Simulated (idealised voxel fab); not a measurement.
The document below concerns the process module designated voxel capacitor over wiring.
Cross-section cut: width 165 nm, square cells of 5 nm.
Reading order for cross-sections: top band down to bottom band. Underlying form: a grid of square cells. Band size: one or more rows of cells. Each band's line starts with the height of the band's top and of its bottom, in nm. Then come its materials from left to right, each with its width in nm. One material with "everywhere" fills the band from edge to edge. "blank" is empty space. Ref level 0: as-received wafer is one material below here. Bottom band extends down with no lower bound ("0 -> down"). Width: "30..40" (first number = top row, second number = bottom row, same change from row to row of cells). No cell of the cross-section changed in a step that is given as "nothing altered". Closed empty spaces (no open way to the top) of 8 cells or more are what "Sealed voids" lists, each as width x height at distance from the left edge, nm for all three. If you see something after the settings on a step's line, that's the simulator's own remark about that step. Among the settings permitted on a step's line is "overlay nm"; applied to a step with a mask, it specifies the extent to which the mask lay to the right of its planned position, whereas a negative figure signifies a position to the left.

# Below is the list of planned process steps
| 1 | RECEIVE (material Si) |
| 2 | CONFORMAL_DEP (material SiO2; thk nm 10) |
| 3 | DIRECTIONAL_DEP (material TiN; thk nm 5) |
| 4 | DIRECTIONAL_DEP (material Ru; thk nm 25) |
| 5 | DIRECTIONAL_DEP (material aC; thk nm 15) |
| 6 | PATTERN (tone cover; mask id METAL_1; material resist; width nm 20; pitch nm 75; thk nm 35; overlay nm 0) |
| 7 | DIRECTIONAL_ETCH (etch materials aC; depth nm 15) |
| 8 | STRIP (etch materials resist) |
| 9 | DIRECTIONAL_ETCH (etch materials Ru; depth nm 25) |
| 10 | DIRECTIONAL_ETCH (etch materials TiN; depth nm 5) |
| 11 | STRIP (etch materials aC) |
| 12 | FILL_DEP (material SiO2; thk nm 10) |
| 13 | CMP (height nm 40) |
| 14 | CONFORMAL_DEP (material SiCN; thk nm 5) |
| 15 | DIRECTIONAL_DEP (material SiO2; thk nm 20) |
| 16 | DIRECTIONAL_DEP (material aC; thk nm 15) |
| 17 | PATTERN (tone open; mask id PLUG_1; material resist; width nm 15; thk nm 30; overlay nm 0) |
| 18 | DIRECTIONAL_ETCH (etch materials aC; depth nm 15) |
| 19 | STRIP (etch materials resist) |
| 20 | DIRECTIONAL_ETCH (etch materials SiO2; depth nm 20) |
| 21 | DIRECTIONAL_ETCH (etch materials SiCN; depth nm 5) |
| 22 | STRIP (etch materials aC) |
| 23 | EPI (material Ru; thk nm 10) |
| 24 | EPI (material Ru; thk nm 10) |
| 25 | EPI (material Ru; thk nm 5) |
| 26 | DIRECTIONAL_DEP (material TiN; thk nm 5) |
| 27 | DIRECTIONAL_DEP (material HfO2; thk nm 5) |
| 28 | DIRECTIONAL_DEP (material TiN; thk nm 10) |
| 29 | MASKED_ETCH (tone cover; mask id UPPER_PLATE; width nm 60; etch materials TiN; depth nm 10; overlay nm 0) |
| 30 | MASKED_ETCH (tone cover; mask id UPPER_PLATE; width nm 60; etch materials HfO2; depth nm 5; overlay nm 0) |
| 31 | MASKED_ETCH (tone cover; mask id LOWER_PLATE; width nm 70; etch materials TiN; depth nm 5; overlay nm 0) |
| 32 | FILL_DEP (material SiO2; thk nm 20) |
| 33 | CMP (height nm 100) |
| 34 | MASKED_ETCH (tone open; mask id PLUG_2; width nm 15; etch materials SiO2; depth nm 15; overlay nm 0) |
| 35 | CONFORMAL_DEP (material TiN; thk nm 5) |
| 36 | FILL_DEP (material Cu; thk nm 10) |
| 37 | CMP (height nm 100) |
| 38 | CONFORMAL_DEP (material SiN; thk nm 5) |

# Delivered wafer in cross-section: state after step 1
> 0 -> down | Si everywhere
> Sealed voids: none

# Cross-sectional result after module completion. Note: starting condition and plan are unchanged from above; one processing mistake was made
> 105 -> 100 | SiN everywhere
> 100 -> 90 | 50 nm SiO2 / 5 nm TiN / 5 nm Cu / 5 nm TiN / 100 nm SiO2
> 90 -> 85 | 50 nm SiO2 / 15 nm TiN / 100 nm SiO2
> 85 -> 80 | SiO2 everywhere
> 80 -> 75 | 40 nm SiO2 / 60 nm TiN / 65 nm SiO2
> 75 -> 70 | 40 nm SiO2 / 60 nm HfO2 / 65 nm SiO2
> 70 -> 65 | 35 nm TiN / 5 nm SiO2 / 60 nm TiN / 5 nm SiO2 / 60 nm TiN
> 65 -> 45 | 40 nm SiO2 / 15 nm Ru / 110 nm SiO2
> 45 -> 40 | 40 nm SiCN / 15 nm Ru / 110 nm SiCN
> 40 -> 15 | 35 nm SiO2 / 20 nm Ru / 55 nm SiO2 / 20 nm Ru / 35 nm SiO2
> 15 -> 10 | 35 nm SiO2 / 20 nm TiN / 55 nm SiO2 / 20 nm TiN / 35 nm SiO2
> 10 -> 0 | SiO2 everywhere
> 0 -> down | Si everywhere
> Sealed voids: none
In executing the process, a mistake was made relative to the plan: for step 31, the planned setting was not used; the step was instead run as MASKED_ETCH (tone open; mask id LOWER_PLATE; width nm 70; etch materials TiN; depth nm 5; overlay nm 0)
